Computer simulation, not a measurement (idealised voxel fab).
You're looking at the process module voxel local oxidation.
The figure presents cross-section cut, which has a width of 160 nm and is divided into square cells with an edge length of 5 nm.
Throughout this document, each cross-section is represented as a grid of square cells and is presented as a sequence of bands enumerated from the top downward, where a band comprises one or more rows of cells. Quick guide to a band line: top height, bottom height (nm) up front; then every material left to right with its width in nm. Only one material and it's marked "everywhere"? Then it fills the band edge to edge. And "blank" just means empty space. Basically, 0 is our baseline, since under it the wafer straight out of the box is all one material. The bottom band has no lower end and keeps on going down, so it looks like "from 0 down". With a width like "30 to 40", each row of cells in the band differs from the next by the same amount, the top row carrying the first number and the bottom row the second. Reading "nothing altered" for a step: not a cell of the cross-section changed in it. Look at "Closed cavities" for the closed voids: empty spaces with no open path to the top, sized 8 cells or up. Each is width x height at distance, distance from the left edge, all nm. Read whatever lies past the settings on a step's line as the simulator's own remark about the step. A step's line can hold "overlay nm"; with a mask on that step, the setting says how far right of the planned place the mask lay, while a negative setting says it lay to the left.

### Set out below are the planned steps of the process
1,RECEIVE [material Si]
2,CONFORMAL_DEP [material SiO2] [thk nm 5]
3,CONFORMAL_DEP [material SiN] [thk nm 15]
4,DIRECTIONAL_DEP [material aC] [thk nm 15]
5,PATTERN [tone cover] [mask id ACTIVE] [material resist] [width nm 100] [thk nm 30] [overlay nm 0]
6,DIRECTIONAL_ETCH [etch materials aC] [depth nm 15]
7,STRIP [etch materials resist]
8,DIRECTIONAL_ETCH [etch materials SiN] [depth nm 15]
9,STRIP [etch materials aC]
10,SELECTIVE_ETCH [etch materials SiO2] [depth nm 5]
11,OXIDIZE [depth nm 10]
12,STRIP [etch materials SiN]

### Cross-section of the incoming wafer, state after step 1
from 0 down = Si everywhere
Closed cavities: none

### The cross-section shown corresponds to the wafer at the conclusion of the module. The initial structure and the process plan are those presented above; however, one mistake occurred in executing the plan
from 5 to 0 = blank 35, then SiO2 95, then blank 30
from 0 to -10 = SiO2 45, then Si 75, then SiO2 40
from -10 down = Si everywhere
Closed cavities: none
What went wrong in running the wafer? step 5 ran differently from the plan; actual operation with settings: PATTERN [tone cover] [mask id ACTIVE] [material resist] [width nm 105] [thk nm 30] [overlay nm 0]
